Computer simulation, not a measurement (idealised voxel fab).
Process module, titled voxel tone inversion
The cross-section on display is named cut; it measures 210 nm wide, and its cells are 5 nm squares.
In what follows, cross-sections appear as grids of square cells, described through bands that run from the top down, where every band is one or more rows of cells.
Quick guide to a band line: top height, bottom height (nm) up front; then every material left to right with its width in nm. Only one material and it's marked "everywhere"? Then it fills the band edge to edge. And "blank" just means empty space.
Convention: height 0 is the level below which the wafer, as received, is all one material. The lowest band does not terminate at the bottom but continues downward, represented as "0 nm and below".
Width spec "30..40" -> top row of cells at first value, bottom row at second value, equal per-row change in between.
Step marked "same as before"? Then no cell in the cross-section changed in it.
The entry "Sealed cavities" lists the empty spaces that cover at least 8 cells and have no open path to the top. Each is written as width x height at distance, where the distance is measured from the left edge and all three values are in nm.
It should be noted that, on the line of a given step, the content following the step's settings is a remark produced by the simulator itself with respect to that step.
On any step carrying a mask, the "overlay nm" setting, if present on the step's line, tells how far right of its planned place the mask lay; negative values point to the left.

List of planned process steps:
1) RECEIVE: material Si
2) CONFORMAL_DEP: material SiCN, thk nm 10
3) DIRECTIONAL_DEP: material polySi, thk nm 15
4) PATTERN: tone cover, mask id POSTS, material resist, width nm 15, pitch nm 35, thk nm 25, overlay nm 0
5) DIRECTIONAL_ETCH: etch materials polySi, depth nm 15
6) STRIP: etch materials resist
7) FILL_DEP: material lowk, thk nm 10
8) CMP: height nm 25
9) STRIP: etch materials polySi
10) CONFORMAL_DEP: material TiN, thk nm 5
11) FILL_DEP: material W, thk nm 5
12) CMP: height nm 25
13) CONFORMAL_DEP: material SiCN, thk nm 5

Cross-section of the wafer as it came to us, i.e., already through step 1:
  0 nm and below = Si everywhere
  Sealed cavities: none

Post-module cross-section of the first of two wafers (run per plan):
  30 nm to 25 nm = SiCN everywhere
  25 nm to 15 nm = lowk 80 nm; TiN 5 nm; W 5 nm; TiN 5 nm; lowk 20 nm; TiN 5 nm; W 5 nm; TiN 5 nm; lowk 80 nm
  15 nm to 10 nm = lowk 80 nm; TiN 15 nm; lowk 20 nm; TiN 15 nm; lowk 80 nm
  10 nm to 0 nm = SiCN everywhere
  0 nm and below = Si everywhere
  Sealed cavities: none

Wafer two cross-section, module end. Start and plan unchanged from wafer one; one mistake made during the run:
  30 nm to 25 nm = SiCN everywhere
  25 nm to 15 nm = W 75 nm; TiN 5 nm; lowk 15 nm; TiN 5 nm; W 10 nm; TiN 5 nm; lowk 15 nm; TiN 5 nm; W 75 nm
  15 nm to 10 nm = TiN 80 nm; lowk 15 nm; TiN 20 nm; lowk 15 nm; TiN 80 nm
  10 nm to 0 nm = SiCN everywhere
  0 nm and below = Si everywhere
  Sealed cavities: none
Against the plan, the run slipped here: it should be noted that step 4 was executed with settings other than those planned, the operation and settings actually applied being PATTERN: tone open, mask id POSTS, material resist, width nm 15, pitch nm 35, thk nm 25, overlay nm 0
Wafer comparison, final, in cells, second relative to first, materials more or fewer: TiN: 30 more | W: 60 more | lowk: 90 fewer
